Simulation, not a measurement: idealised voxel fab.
Process module in this document: voxel capacitor over wiring
Section shown: cut. Width: 200 nm. Cell size: 5 nm, square.
Each cross-section below is a grid of square cells, stated as bands in top-down order, with one or more rows of cells making up each band. The entry gives the band's vertical extent as a top height and a bottom height in nm, then its horizontal make-up as materials from left to right, each with a width in nm. "air" stands for empty space; a single material marked "everywhere" fills the band edge to edge. Convention: height 0 is the level below which the wafer, as received, is all one material. The lowest band does not terminate at the bottom but continues downward, represented as "top 0, no bottom". The two numbers in a width such as "30 to 40" mark its ends across the band: the first belongs to the top row of cells, the second to the bottom row, and from each row to the next the width moves by the same amount. Any step labelled "nothing got changed" changed none of the cells in the cross-section. "Sealed-off cavities" specifies each empty space that is not open to the top and that occupies no fewer than 8 cells, using the form width x height at distance, the distance measured from the left edge and all three quantities in nm. Post-settings text on a step line: simulator's own remark regarding the step. overlay nm: mask offset rightward from planned place, masked step; negative means leftward offset.

List of planned process steps
1,RECEIVE with material Si
2,CONFORMAL_DEP with material SiO2, thk nm 10
3,CONFORMAL_DEP with material SiCN, thk nm 5
4,DIRECTIONAL_DEP with material SiO2, thk nm 15
5,MASKED_ETCH with tone open, mask id METAL_1, width nm 20, pitch nm 70, etch materials SiO2, depth nm 15, overlay nm 0
6,MASKED_ETCH with tone open, mask id METAL_1, width nm 20, pitch nm 70, etch materials SiCN, depth nm 5, overlay nm 0
7,CONFORMAL_DEP with material TiN, thk nm 5
8,FILL_DEP with material W, thk nm 10
9,CMP with height nm 30
10,CONFORMAL_DEP with material SiCN, thk nm 5
11,DIRECTIONAL_DEP with material lowk, thk nm 20
12,PATTERN with tone open, mask id PLUG_1, material resist, width nm 15, thk nm 20, overlay nm 0
13,DIRECTIONAL_ETCH with etch materials lowk, depth nm 20
14,DIRECTIONAL_ETCH with etch materials SiCN, depth nm 5
15,STRIP with etch materials resist
16,CONFORMAL_DEP with material TiN, thk nm 5
17,FILL_DEP with material Cu, thk nm 10
18,CMP with height nm 55
19,DIRECTIONAL_DEP with material TiN, thk nm 5
20,DIRECTIONAL_DEP with material Al2O3, thk nm 5
21,DIRECTIONAL_DEP with material TiN, thk nm 10
22,MASKED_ETCH with tone cover, mask id UPPER_PLATE, width nm 55, etch materials TiN, depth nm 10, overlay nm 0
23,MASKED_ETCH with tone cover, mask id UPPER_PLATE, width nm 55, etch materials Al2O3, depth nm 5, overlay nm 0
24,MASKED_ETCH with tone cover, mask id LOWER_PLATE, width nm 65, etch materials TiN, depth nm 5, overlay nm 0
25,FILL_DEP with material SiO2, thk nm 15
26,CMP with height nm 85
27,MASKED_ETCH with tone open, mask id PLUG_2, width nm 15, etch materials SiO2, depth nm 10, overlay nm 0
28,CONFORMAL_DEP with material TiN, thk nm 5
29,FILL_DEP with material Cu, thk nm 10
30,CMP with height nm 85
31,CONFORMAL_DEP with material SiN, thk nm 5

Cross-section of the wafer as it came to us, i.e., already through step 1
> top 0, no bottom | Si everywhere
> Sealed-off cavities: none

The first of two wafers, cross-sectioned at the end of the module, with the run proceeding as planned
> top 90, bottom 85 | SiN everywhere
> top 85, bottom 80 | SiO2 70 nm, TiN 5 nm, Cu 5 nm, TiN 5 nm, SiO2 115 nm
> top 80, bottom 75 | SiO2 70 nm, TiN 15 nm, SiO2 115 nm
> top 75, bottom 65 | SiO2 60 nm, TiN 55 nm, SiO2 85 nm
> top 65, bottom 60 | SiO2 60 nm, Al2O3 55 nm, SiO2 85 nm
> top 60, bottom 55 | SiO2 55 nm, TiN 65 nm, SiO2 80 nm
> top 55, bottom 35 | lowk 60 nm, TiN 5 nm, Cu 5 nm, TiN 5 nm, lowk 125 nm
> top 35, bottom 30 | SiCN 60 nm, TiN 15 nm, SiCN 125 nm
> top 30, bottom 15 | SiO2 55 nm, TiN 5 nm, W 10 nm, TiN 5 nm, SiO2 50 nm, TiN 5 nm, W 10 nm, TiN 5 nm, SiO2 55 nm
> top 15, bottom 10 | SiCN 55 nm, TiN 20 nm, SiCN 50 nm, TiN 20 nm, SiCN 55 nm
> top 10, bottom 0 | SiO2 everywhere
> top 0, no bottom | Si everywhere
> Sealed-off cavities: none

What the second wafer looks like in cross-section once the module is done. Its start and its plan matched the first wafer's exactly; what differed was one mistake in how it was run
> top 90, bottom 85 | SiN everywhere
> top 85, bottom 80 | SiO2 70 nm, TiN 5 nm, Cu 5 nm, TiN 5 nm, SiO2 115 nm
> top 80, bottom 75 | SiO2 70 nm, TiN 15 nm, SiO2 115 nm
> top 75, bottom 65 | SiO2 60 nm, TiN 55 nm, SiO2 85 nm
> top 65, bottom 60 | SiO2 60 nm, Al2O3 55 nm, SiO2 85 nm
> top 60, bottom 55 | SiO2 60 nm, TiN 65 nm, SiO2 75 nm
> top 55, bottom 35 | lowk 60 nm, TiN 5 nm, Cu 5 nm, TiN 5 nm, lowk 125 nm
> top 35, bottom 30 | SiCN 60 nm, TiN 15 nm, SiCN 125 nm
> top 30, bottom 15 | SiO2 55 nm, TiN 5 nm, W 10 nm, TiN 5 nm, SiO2 50 nm, TiN 5 nm, W 10 nm, TiN 5 nm, SiO2 55 nm
> top 15, bottom 10 | SiCN 55 nm, TiN 20 nm, SiCN 50 nm, TiN 20 nm, SiCN 55 nm
> top 10, bottom 0 | SiO2 everywhere
> top 0, no bottom | Si everywhere
> Sealed-off cavities: none
Misprocessing identified: step 24 was run on a setting that differed from the plan, and what really ran there is MASKED_ETCH with tone cover, mask id LOWER_PLATE, width nm 65, etch materials TiN, depth nm 5, overlay nm 5
At the close, every material occupies the same number of cells on the second wafer as on the first, only in different positions.
